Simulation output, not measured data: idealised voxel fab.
Title: Process Module voxel self aligned vias
Square cell edge 5 nm, section width 195 nm, ID cut.
Cross-section spec: square-cell grid; bands listed top down; each band is one or more rows. Basically the band line says how high the top is and how high the bottom is, in nm, and then what's in it from left to right, every material with its width in nm. Empty space shows up as "air", and if a single material carries "edge to edge" it runs the full band edge to edge. Below 0: as-received wafer, all one material; heights counted from there. Lowest band: no bottom, goes on down, written "0 and below". The width entry "30..40" should be interpreted row by row: the top row of cells in the band takes the first number, the bottom row takes the second number, and the change between adjacent rows is uniform throughout. "remained the same" after a step means that no cell of the cross-section changed. Internal closed voids: empty space of 8 cells or more with no open way to the top, each as width x height at its distance from the left edge, in nm. If you see something after the settings on a step's line, that's the simulator's own remark about that step. Steps that use a mask can have "overlay nm" on their line. It says how far the mask sat to the right of where it was meant to be. Negative means to the left.
[This section lists the process steps that were planned]
1. RECEIVE [material Si]
2. CONFORMAL_DEP [material SiO2] [thk nm 10]
3. CONFORMAL_DEP [material SiCN] [thk nm 5]
4. DIRECTIONAL_DEP [material SiO2] [thk nm 30]
5. MASKED_ETCH [tone open] [mask id LINES] [width nm 20] [pitch nm 60] [etch materials SiO2] [depth nm 30] [overlay nm 0]
6. CONFORMAL_DEP [material TiN] [thk nm 5]
7. FILL_DEP [material Ru] [thk nm 10]
8. CMP [height nm 45]
9. SELECTIVE_ETCH [etch materials W Ru TiN] [depth nm 5]
10. FILL_DEP [material SiN] [thk nm 5]
11. CMP [height nm 45]
12. DIRECTIONAL_DEP [material SiO2] [thk nm 20]
13. DIRECTIONAL_DEP [material aC] [thk nm 10]
14. PATTERN [tone open] [mask id VIAS] [material resist] [width nm 40] [pitch nm 60] [thk nm 30] [overlay nm 0]
15. DIRECTIONAL_ETCH [etch materials aC] [depth nm 10]
16. STRIP [etch materials resist]
17. DIRECTIONAL_ETCH [etch materials SiO2] [depth nm 20]
18. DIRECTIONAL_ETCH [etch materials SiN] [depth nm 5]
19. STRIP [etch materials aC]
20. CONFORMAL_DEP [material TiN] [thk nm 5]
21. FILL_DEP [material W] [thk nm 10]
22. CMP [height nm 65]
23. CONFORMAL_DEP [material SiCN] [thk nm 5]
[Wafer at receipt (post step 1), cross-section]
  0 and below  Si edge to edge
  Internal closed voids: none
[first wafer at the end, as planned]
  70 down to 65  SiCN edge to edge
  65 down to 50  45 nm SiO2; 5 nm TiN; 30 nm W; 5 nm TiN; 20 nm SiO2; 5 nm TiN; 30 nm W; 5 nm TiN; 50 nm SiO2
  50 down to 45  45 nm SiO2; 15 nm TiN; 10 nm W; 15 nm TiN; 20 nm SiO2; 15 nm TiN; 10 nm W; 15 nm TiN; 50 nm SiO2
  45 down to 40  55 nm SiO2; 20 nm TiN; 40 nm SiO2; 20 nm TiN; 60 nm SiO2
  40 down to 20  55 nm SiO2; 5 nm TiN; 10 nm Ru; 5 nm TiN; 40 nm SiO2; 5 nm TiN; 10 nm Ru; 5 nm TiN; 60 nm SiO2
  20 down to 15  55 nm SiO2; 20 nm TiN; 40 nm SiO2; 20 nm TiN; 60 nm SiO2
  15 down to 10  SiCN edge to edge
  10 down to 0  SiO2 edge to edge
  0 and below  Si edge to edge
  Internal closed voids: none
[Same start, same plan as the first wafer - but one mistake in the run. Cross-section of the second of the two at the end of the module]
  70 down to 65  SiCN edge to edge
  65 down to 45  45 nm SiO2; 5 nm TiN; 30 nm W; 5 nm TiN; 20 nm SiO2; 5 nm TiN; 30 nm W; 5 nm TiN; 50 nm SiO2
  45 down to 40  45 nm SiO2; 40 nm TiN; 20 nm SiO2; 40 nm TiN; 50 nm SiO2
  40 down to 25  45 nm SiO2; 15 nm TiN; 10 nm Ru; 15 nm TiN; 20 nm SiO2; 15 nm TiN; 10 nm Ru; 15 nm TiN; 50 nm SiO2
  25 down to 20  55 nm SiO2; 5 nm TiN; 10 nm Ru; 5 nm TiN; 40 nm SiO2; 5 nm TiN; 10 nm Ru; 5 nm TiN; 60 nm SiO2
  20 down to 15  55 nm SiO2; 20 nm TiN; 40 nm SiO2; 20 nm TiN; 60 nm SiO2
  15 down to 10  SiCN edge to edge
  10 down to 0  SiO2 edge to edge
  0 and below  Si edge to edge
  Internal closed voids: none
Finding, execution versus plan: step 17 from the plan got run twice
Cell-count delta at end, second wafer over first, by material: SiO2 -32 | TiN +24 | W +8
